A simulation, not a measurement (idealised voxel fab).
Process module under the name voxel local oxidation
In the cross-section labelled cut, the width is 270 nm and each square cell is 5 nm.
Reading order for cross-sections: top band down to bottom band. Underlying form: a grid of square cells. Band size: one or more rows of cells.
For a band, the entry starts with two heights in nm, that of the top and then that of the bottom, and carries on with the band's materials in order from left to right, each alongside its width in nm; the word "all across" beside a single material means it fills the band edge to edge, and "air" means empty space.
Ref level 0: as-received wafer is one material below here. Bottom band extends down with no lower bound ("top 0, no bottom").
So if you see something like "30 to 40" for the width, read it as the top row of the band sitting at the first number and the bottom row at the second, with every row in between moving by the same amount as the last.
The designation "no modification", where it is given for a processing step, indicates that no cell of the cross-section was altered in the course of that step.
This entry, "Enclosed internal voids", enumerates those empty regions of no fewer than 8 cells that possess no open connection to the top. Each region is reported in the form width x height at distance, the distance being taken from the left edge, with all three quantities expressed in nm.
What comes after the settings on a step's line is commentary from the simulator itself on that step.
overlay nm: right-of-plan distance of the mask on a masked step; negative values mean left-of-plan.
List of planned process steps:
| 1 | RECEIVE with material Si |
| 2 | CONFORMAL_DEP with material SiO2, thk nm 5 |
| 3 | CONFORMAL_DEP with material SiN, thk nm 10 |
| 4 | PATTERN with tone cover, mask id ACTIVE, material resist, width nm 100, thk nm 20, overlay nm 0 |
| 5 | DIRECTIONAL_ETCH with etch materials SiN, depth nm 10 |
| 6 | STRIP with etch materials resist |
| 7 | SELECTIVE_ETCH with etch materials SiO2, depth nm 5 |
| 8 | OXIDIZE with depth nm 10 |
| 9 | STRIP with etch materials SiN |
Heads up: all these wafers start the same, and what changes between them is the width nm in step 4. The value you see in the plan is just what the first wafer got.
This is how the first of several wafers looked in cross-section when it arrived, which is after step 1:
- top 0, no bottom  Si all across
- Enclosed internal voids: none
Table: wafers, a row each; end-of-module cell change per material since receipt, gain (+), loss (-); then closed voids:
width nm 100; -80 Si; +98 SiO2; Enclosed internal voids: none
width nm 105; -78 Si; +97 SiO2; Enclosed internal voids: none
width nm 110; -76 Si; +96 SiO2; Enclosed internal voids: none
width nm 115; -74 Si; +95 SiO2; Enclosed internal voids: none
width nm 120; -72 Si; +94 SiO2; Enclosed internal voids: none
width nm 125; -70 Si; +93 SiO2; Enclosed internal voids: none
